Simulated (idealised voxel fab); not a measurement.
Process module under the name voxel self aligned contacts
In the cross-section labelled cut, the width is 240 nm and each square cell is 5 nm.
This document writes a cross-section as a grid whose cells are square, and gives it as bands, listed from the top down; one or more rows of cells form a band. Top, bottom (nm), then materials left to right with widths (nm); lone material tagged "full width" fills the whole band edge to edge; "blank" = empty space. Basically, 0 is our baseline, since under it the wafer straight out of the box is all one material. The bottom band has no lower end and keeps on going down, so it looks like "top 0, no bottom". So if you see something like "30..40" for the width, read it as the top row of the band sitting at the first number and the bottom row at the second, with every row in between moving by the same amount as the last. "no alteration" means the step left every cell of the cross-section as it was. Heads up: "Listed closed voids" only lists the empty pockets with no open path to the top that are 8 cells or more, and it writes them as width x height at distance, distance from the left edge, in nm. If you see something after the settings on a step's line, that's the simulator's own remark about that step. If you see "overlay nm" on a step's line and that step has a mask, it's telling you how far right of where it was planned the mask ended up; a negative number means it went left instead.
Process steps foreseen in the plan
1,RECEIVE | material Si
2,CONFORMAL_DEP | material SiO2 | thk nm 5
3,DIRECTIONAL_DEP | material polySi | thk nm 25
4,DIRECTIONAL_DEP | material SiN | thk nm 20
5,DIRECTIONAL_DEP | material aC | thk nm 10
6,PATTERN | tone cover | mask id GATE | material resist | width nm 35 | pitch nm 75 | thk nm 25 | overlay nm 0
7,DIRECTIONAL_ETCH | etch materials aC | depth nm 10
8,STRIP | etch materials resist
9,DIRECTIONAL_ETCH | etch materials SiN | depth nm 20
10,DIRECTIONAL_ETCH | etch materials polySi | depth nm 25
11,STRIP | etch materials aC
12,CONFORMAL_DEP | material SiN | thk nm 10
13,DIRECTIONAL_ETCH | etch materials SiN | depth nm 10
14,FILL_DEP | material SiO2 | thk nm 10
15,CMP | height nm 55
16,MASKED_ETCH | tone open | mask id CONTACT | width nm 60 | etch materials SiO2 | depth nm 55 | overlay nm 0
17,CONFORMAL_DEP | material TiN | thk nm 5
18,FILL_DEP | material W | thk nm 5
19,CMP | height nm 55
20,CONFORMAL_DEP | material SiCN | thk nm 5
First wafer out of two, processed as planned
As-received wafer cross-section (after step 1)
* top 0, no bottom  Si full width
* Listed closed voids: none
Wafer xsec, post step 2
* top 5, bottom 0  SiO2 full width
* Lower than 0, everything is as it was.
Wafer xsec, post step 3
* top 30, bottom 5  polySi full width
* Lower than 5, everything is as it was.
Wafer xsec, post step 4
* top 50, bottom 30  SiN full width
* Lower than 30, everything is as it was.
Wafer xsec, post step 5
* top 60, bottom 50  aC full width
* Lower than 50, everything is as it was.
Wafer xsec, post step 6
* top 85, bottom 60  blank (65), then resist (35), then blank (40), then resist (35), then blank (65)
* Lower than 60, everything is as it was.
Wafer xsec, post step 7
* top 75, bottom 60  blank (65), then resist (35), then blank (40), then resist (35), then blank (65)
* top 60, bottom 50  blank (65), then aC (35), then blank (40), then aC (35), then blank (65)
* Lower than 50, everything is as it was.
Wafer xsec, post step 8
* top 60, bottom 50  blank (65), then aC (35), then blank (40), then aC (35), then blank (65)
* Lower than 50, everything is as it was.
Wafer xsec, post step 9
* top 60, bottom 50  blank (65), then aC (35), then blank (40), then aC (35), then blank (65)
* top 50, bottom 30  blank (65), then SiN (35), then blank (40), then SiN (35), then blank (65)
* Lower than 30, everything is as it was.
Wafer xsec, post step 10
* top 60, bottom 50  blank (65), then aC (35), then blank (40), then aC (35), then blank (65)
* top 50, bottom 30  blank (65), then SiN (35), then blank (40), then SiN (35), then blank (65)
* top 30, bottom 5  blank (65), then polySi (35), then blank (40), then polySi (35), then blank (65)
* Lower than 5, everything is as it was.
Wafer xsec, post step 11
* top 50, bottom 30  blank (65), then SiN (35), then blank (40), then SiN (35), then blank (65)
* Lower than 30, everything is as it was.
Wafer xsec, post step 12
* top 60, bottom 30  blank (55), then SiN (55), then blank (20), then SiN (55), then blank (55)
* top 30, bottom 15  blank (55), then SiN (10), then polySi (35), then SiN (10), then blank (20), then SiN (10), then polySi (35), then SiN (10), then blank (55)
* top 15, bottom 5  SiN (65), then polySi (35), then SiN (40), then polySi (35), then SiN (65)
* Lower than 5, everything is as it was.
Wafer xsec, post step 13
* top 50, bottom 30  blank (55), then SiN (55), then blank (20), then SiN (55), then blank (55)
* top 30, bottom 5  blank (55), then SiN (10), then polySi (35), then SiN (10), then blank (20), then SiN (10), then polySi (35), then SiN (10), then blank (55)
* Lower than 5, everything is as it was.
Wafer xsec, post step 14
* top 60, bottom 50  SiO2 full width
* top 50, bottom 30  SiO2 (55), then SiN (55), then SiO2 (20), then SiN (55), then SiO2 (55)
* top 30, bottom 5  SiO2 (55), then SiN (10), then polySi (35), then SiN (10), then SiO2 (20), then SiN (10), then polySi (35), then SiN (10), then SiO2 (55)
* Lower than 5, everything is as it was.
Wafer xsec, post step 15
* top 55, bottom 50  SiO2 full width
* Lower than 50, everything is as it was.
Wafer xsec, post step 16
* top 55, bottom 50  SiO2 (90), then blank (60), then SiO2 (90)
* top 50, bottom 30  SiO2 (55), then SiN (55), then blank (20), then SiN (55), then SiO2 (55)
* top 30, bottom 5  SiO2 (55), then SiN (10), then polySi (35), then SiN (10), then blank (20), then SiN (10), then polySi (35), then SiN (10), then SiO2 (55)
* top 5, bottom 0  SiO2 (110), then blank (20), then SiO2 (110)
* Lower than 0, everything is as it was.
Wafer xsec, post step 17
* top 60, bottom 55  TiN (95), then blank (50), then TiN (95)
* top 55, bottom 50  SiO2 (90), then TiN (25), then blank (10), then TiN (25), then SiO2 (90)
* top 50, bottom 30  SiO2 (55), then SiN (55), then TiN (5), then blank (10), then TiN (5), then SiN (55), then SiO2 (55)
* top 30, bottom 5  SiO2 (55), then SiN (10), then polySi (35), then SiN (10), then TiN (5), then blank (10), then TiN (5), then SiN (10), then polySi (35), then SiN (10), then SiO2 (55)
* top 5, bottom 0  SiO2 (110), then TiN (20), then SiO2 (110)
* Lower than 0, everything is as it was.
Wafer xsec, post step 18
* top 65, bottom 60  W full width
* top 60, bottom 55  TiN (95), then W (50), then TiN (95)
* top 55, bottom 50  SiO2 (90), then TiN (25), then W (10), then TiN (25), then SiO2 (90)
* top 50, bottom 30  SiO2 (55), then SiN (55), then TiN (5), then W (10), then TiN (5), then SiN (55), then SiO2 (55)
* top 30, bottom 5  SiO2 (55), then SiN (10), then polySi (35), then SiN (10), then TiN (5), then W (10), then TiN (5), then SiN (10), then polySi (35), then SiN (10), then SiO2 (55)
* Lower than 5, everything is as it was.
Wafer xsec, post step 19
* top 55, bottom 50  SiO2 (90), then TiN (25), then W (10), then TiN (25), then SiO2 (90)
* Lower than 50, everything is as it was.
Wafer xsec, post step 20
* top 60, bottom 55  SiCN full width
* Lower than 55, everything is as it was.
Now the other wafer: same start, same recipe, but we messed up one thing when running it. Up to and including step 5 it's the same as the first one
Second wafer at the planned finish of step 6, seen in cross-section
* top 85, bottom 60  blank (75), then resist (35), then blank (40), then resist (35), then blank (55)
* Lower than 60, everything is as it was.
Second wafer at the planned finish of step 7, seen in cross-section
* top 75, bottom 60  blank (75), then resist (35), then blank (40), then resist (35), then blank (55)
* top 60, bottom 50  blank (75), then aC (35), then blank (40), then aC (35), then blank (55)
* Lower than 50, everything is as it was.
Second wafer at the planned finish of step 8, seen in cross-section
* top 60, bottom 50  blank (75), then aC (35), then blank (40), then aC (35), then blank (55)
* Lower than 50, everything is as it was.
Second wafer at the planned finish of step 9, seen in cross-section
* top 60, bottom 50  blank (75), then aC (35), then blank (40), then aC (35), then blank (55)
* top 50, bottom 30  blank (75), then SiN (35), then blank (40), then SiN (35), then blank (55)
* Lower than 30, everything is as it was.
Second wafer at the planned finish of step 10, seen in cross-section
* top 60, bottom 50  blank (75), then aC (35), then blank (40), then aC (35), then blank (55)
* top 50, bottom 30  blank (75), then SiN (35), then blank (40), then SiN (35), then blank (55)
* top 30, bottom 5  blank (75), then polySi (35), then blank (40), then polySi (35), then blank (55)
* Lower than 5, everything is as it was.
Second wafer at the planned finish of step 11, seen in cross-section
* top 50, bottom 30  blank (75), then SiN (35), then blank (40), then SiN (35), then blank (55)
* Lower than 30, everything is as it was.
Second wafer at the planned finish of step 12, seen in cross-section
* top 60, bottom 30  blank (65), then SiN (55), then blank (20), then SiN (55), then blank (45)
* top 30, bottom 15  blank (65), then SiN (10), then polySi (35), then SiN (10), then blank (20), then SiN (10), then polySi (35), then SiN (10), then blank (45)
* top 15, bottom 5  SiN (75), then polySi (35), then SiN (40), then polySi (35), then SiN (55)
* Lower than 5, everything is as it was.
Second wafer at the planned finish of step 13, seen in cross-section
* top 50, bottom 30  blank (65), then SiN (55), then blank (20), then SiN (55), then blank (45)
* top 30, bottom 5  blank (65), then SiN (10), then polySi (35), then SiN (10), then blank (20), then SiN (10), then polySi (35), then SiN (10), then blank (45)
* Lower than 5, everything is as it was.
Second wafer at the planned finish of step 14, seen in cross-section
* top 60, bottom 50  SiO2 full width
* top 50, bottom 30  SiO2 (65), then SiN (55), then SiO2 (20), then SiN (55), then SiO2 (45)
* top 30, bottom 5  SiO2 (65), then SiN (10), then polySi (35), then SiN (10), then SiO2 (20), then SiN (10), then polySi (35), then SiN (10), then SiO2 (45)
* Lower than 5, everything is as it was.
Second wafer at the planned finish of step 15, seen in cross-section
* top 55, bottom 50  SiO2 full width
* Lower than 50, everything is as it was.
Second wafer at the planned finish of step 16, seen in cross-section
* top 55, bottom 50  SiO2 (90), then blank (60), then SiO2 (90)
* top 50, bottom 30  SiO2 (65), then SiN (55), then blank (20), then SiN (55), then SiO2 (45)
* top 30, bottom 5  SiO2 (65), then SiN (10), then polySi (35), then SiN (10), then blank (20), then SiN (10), then polySi (35), then SiN (10), then SiO2 (45)
* top 5, bottom 0  SiO2 (120), then blank (20), then SiO2 (100)
* Lower than 0, everything is as it was.
Second wafer at the planned finish of step 17, seen in cross-section
* top 60, bottom 55  TiN (95), then blank (50), then TiN (95)
* top 55, bottom 50  SiO2 (90), then TiN (35), then blank (10), then TiN (15), then SiO2 (90)
* top 50, bottom 30  SiO2 (65), then SiN (55), then TiN (5), then blank (10), then TiN (5), then SiN (55), then SiO2 (45)
* top 30, bottom 5  SiO2 (65), then SiN (10), then polySi (35), then SiN (10), then TiN (5), then blank (10), then TiN (5), then SiN (10), then polySi (35), then SiN (10), then SiO2 (45)
* top 5, bottom 0  SiO2 (120), then TiN (20), then SiO2 (100)
* Lower than 0, everything is as it was.
Second wafer at the planned finish of step 18, seen in cross-section
* top 65, bottom 60  W full width
* top 60, bottom 55  TiN (95), then W (50), then TiN (95)
* top 55, bottom 50  SiO2 (90), then TiN (35), then W (10), then TiN (15), then SiO2 (90)
* top 50, bottom 30  SiO2 (65), then SiN (55), then TiN (5), then W (10), then TiN (5), then SiN (55), then SiO2 (45)
* top 30, bottom 5  SiO2 (65), then SiN (10), then polySi (35), then SiN (10), then TiN (5), then W (10), then TiN (5), then SiN (10), then polySi (35), then SiN (10), then SiO2 (45)
* Lower than 5, everything is as it was.
Second wafer at the planned finish of step 19, seen in cross-section
* top 55, bottom 50  SiO2 (90), then TiN (35), then W (10), then TiN (15), then SiO2 (90)
* Lower than 50, everything is as it was.
Second wafer at the planned finish of step 20, seen in cross-section
* top 60, bottom 55  SiCN full width
* Lower than 55, everything is as it was.
what went wrong: so step 6 ended up running with a different setting than we planned, it ran as PATTERN | tone cover | mask id GATE | material resist | width nm 35 | pitch nm 75 | thk nm 25 | overlay nm 10
Cell counts per material: same on both final wafers. Positions: different.
